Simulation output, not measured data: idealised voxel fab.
process module | voxel gate over fins
cross-section cut | 180 nm wide | cells 5 nm
A cross-section is a grid of square cells, given in bands from the top down. A band is one or more rows of cells.
Each band's line starts with the height of the band's top and of its bottom, in nm. Then come its materials from left to right, each with its width in nm. One material with "throughout" fills the band from edge to edge. "air" is empty space.
Height 0 is the level under which the wafer as received is all one material. The lowest band goes on downwards, as in "0 down".
A width such as "30 to 40" changes by the same amount from each row of cells to the next, from the band's top row to its bottom row.
"no change" after a step means that no cell of the cross-section changed.
closed voids: empty space of 8 cells or more with no open way to the top, each as width x height at its distance from the left edge, in nm
after a step's settings: what the simulator itself notes on the step
overlay nm, on a step with a mask: how far to the right of its planned place the mask lay; to the left if negative
plan
1 op RECEIVE | material Si
2 op CONFORMAL_DEP | material SiN | thk nm 10
3 op PATTERN | tone cover | mask id FINS | material resist | width nm 15 | pitch nm 35 | thk nm 20 | overlay nm 0
4 op DIRECTIONAL_ETCH | etch materials SiN | depth nm 10
5 op DIRECTIONAL_ETCH | etch materials Si | depth nm 35
6 op STRIP | etch materials resist
7 op OXIDIZE | depth nm 5
8 op FILL_DEP | material SiO2 | thk nm 5
9 op CMP | height nm 10
10 op SELECTIVE_ETCH | etch materials SiO2 | depth nm 25
11 op STRIP | etch materials SiN
12 op CONFORMAL_DEP | material HfO2 | thk nm 5
13 op CONFORMAL_DEP | material TiN | thk nm 5
14 op FILL_DEP | material W | thk nm 10
15 op CMP | height nm 15
16 op CONFORMAL_DEP | material SiN | thk nm 5
first wafer, as planned
as received, after step 1
  0 down: Si throughout
  closed voids: none
after step 2
  10 to 0: SiN throughout
  below 0: unchanged
after step 3
  30 to 10: air 30 | resist 15 | air 20 | resist 15 | air 20 | resist 15 | air 20 | resist 15 | air 30
  below 10: unchanged
after step 4
  30 to 10: air 30 | resist 15 | air 20 | resist 15 | air 20 | resist 15 | air 20 | resist 15 | air 30
  10 to 0: air 30 | SiN 15 | air 20 | SiN 15 | air 20 | SiN 15 | air 20 | SiN 15 | air 30
  below 0: unchanged
after step 5
  30 to 10: air 30 | resist 15 | air 20 | resist 15 | air 20 | resist 15 | air 20 | resist 15 | air 30
  10 to 0: air 30 | SiN 15 | air 20 | SiN 15 | air 20 | SiN 15 | air 20 | SiN 15 | air 30
  0 to -35: air 30 | Si 15 | air 20 | Si 15 | air 20 | Si 15 | air 20 | Si 15 | air 30
  below -35: unchanged
after step 6
  10 to 0: air 30 | SiN 15 | air 20 | SiN 15 | air 20 | SiN 15 | air 20 | SiN 15 | air 30
  below 0: unchanged
after step 7
  10 to 0: air 30 | SiN 15 | air 20 | SiN 15 | air 20 | SiN 15 | air 20 | SiN 15 | air 30
  0 to -35: air 30 | SiO2 5 | Si 5 | SiO2 5 | air 20 | SiO2 5 | Si 5 | SiO2 5 | air 20 | SiO2 5 | Si 5 | SiO2 5 | air 20 | SiO2 5 | Si 5 | SiO2 5 | air 30
  -35 to -40: SiO2 35 | Si 5 | SiO2 30 | Si 5 | SiO2 30 | Si 5 | SiO2 30 | Si 5 | SiO2 35
  below -40: unchanged
after step 8
  15 to 10: SiO2 throughout
  10 to 0: SiO2 30 | SiN 15 | SiO2 20 | SiN 15 | SiO2 20 | SiN 15 | SiO2 20 | SiN 15 | SiO2 30
  0 to -40: SiO2 35 | Si 5 | SiO2 30 | Si 5 | SiO2 30 | Si 5 | SiO2 30 | Si 5 | SiO2 35
  below -40: unchanged
after step 9
  10 to 0: SiO2 30 | SiN 15 | SiO2 20 | SiN 15 | SiO2 20 | SiN 15 | SiO2 20 | SiN 15 | SiO2 30
  below 0: unchanged
after step 10
  10 to 0: air 30 | SiN 15 | air 20 | SiN 15 | air 20 | SiN 15 | air 20 | SiN 15 | air 30
  0 to -15: air 35 | Si 5 | air 30 | Si 5 | air 30 | Si 5 | air 30 | Si 5 | air 35
  below -15: unchanged
after step 11
  0 to -15: air 35 | Si 5 | air 30 | Si 5 | air 30 | Si 5 | air 30 | Si 5 | air 35
  below -15: unchanged
after step 12
  5 to 0: air 30 | HfO2 15 | air 20 | HfO2 15 | air 20 | HfO2 15 | air 20 | HfO2 15 | air 30
  0 to -10: air 30 | HfO2 5 | Si 5 | HfO2 5 | air 20 | HfO2 5 | Si 5 | HfO2 5 | air 20 | HfO2 5 | Si 5 | HfO2 5 | air 20 | HfO2 5 | Si 5 | HfO2 5 | air 30
  -10 to -15: HfO2 35 | Si 5 | HfO2 30 | Si 5 | HfO2 30 | Si 5 | HfO2 30 | Si 5 | HfO2 35
  below -15: unchanged
after step 13
  10 to 5: air 25 | TiN 25 | air 10 | TiN 25 | air 10 | TiN 25 | air 10 | TiN 25 | air 25
  5 to 0: air 25 | TiN 5 | HfO2 15 | TiN 5 | air 10 | TiN 5 | HfO2 15 | TiN 5 | air 10 | TiN 5 | HfO2 15 | TiN 5 | air 10 | TiN 5 | HfO2 15 | TiN 5 | air 25
  0 to -5: air 25 | TiN 5 | HfO2 5 | Si 5 | HfO2 5 | TiN 5 | air 10 | TiN 5 | HfO2 5 | Si 5 | HfO2 5 | TiN 5 | air 10 | TiN 5 | HfO2 5 | Si 5 | HfO2 5 | TiN 5 | air 10 | TiN 5 | HfO2 5 | Si 5 | HfO2 5 | TiN 5 | air 25
  -5 to -10: TiN 30 | HfO2 5 | Si 5 | HfO2 5 | TiN 20 | HfO2 5 | Si 5 | HfO2 5 | TiN 20 | HfO2 5 | Si 5 | HfO2 5 | TiN 20 | HfO2 5 | Si 5 | HfO2 5 | TiN 30
  below -10: unchanged
after step 14
  20 to 10: W throughout
  10 to 5: W 25 | TiN 25 | W 10 | TiN 25 | W 10 | TiN 25 | W 10 | TiN 25 | W 25
  5 to 0: W 25 | TiN 5 | HfO2 15 | TiN 5 | W 10 | TiN 5 | HfO2 15 | TiN 5 | W 10 | TiN 5 | HfO2 15 | TiN 5 | W 10 | TiN 5 | HfO2 15 | TiN 5 | W 25
  0 to -5: W 25 | TiN 5 | HfO2 5 | Si 5 | HfO2 5 | TiN 5 | W 10 | TiN 5 | HfO2 5 | Si 5 | HfO2 5 | TiN 5 | W 10 | TiN 5 | HfO2 5 | Si 5 | HfO2 5 | TiN 5 | W 10 | TiN 5 | HfO2 5 | Si 5 | HfO2 5 | TiN 5 | W 25
  below -5: unchanged
after step 15
  15 to 10: W throughout
  below 10: unchanged
after step 16
  20 to 15: SiN throughout
  below 15: unchanged
second wafer: like start, like plan, one mistake. Through step 14 it matches the first wafer
when step 15 should have ended
  5 to 0: W 25 | TiN 5 | HfO2 15 | TiN 5 | W 10 | TiN 5 | HfO2 15 | TiN 5 | W 10 | TiN 5 | HfO2 15 | TiN 5 | W 10 | TiN 5 | HfO2 15 | TiN 5 | W 25
  below 0: unchanged
when step 16 should have ended
  10 to 5: SiN throughout
  below 5: unchanged
what went wrong: step 15 ran as: op CMP | height nm 5
at the end the second wafer has, in cells: 20 fewer of TiN | 52 fewer of W
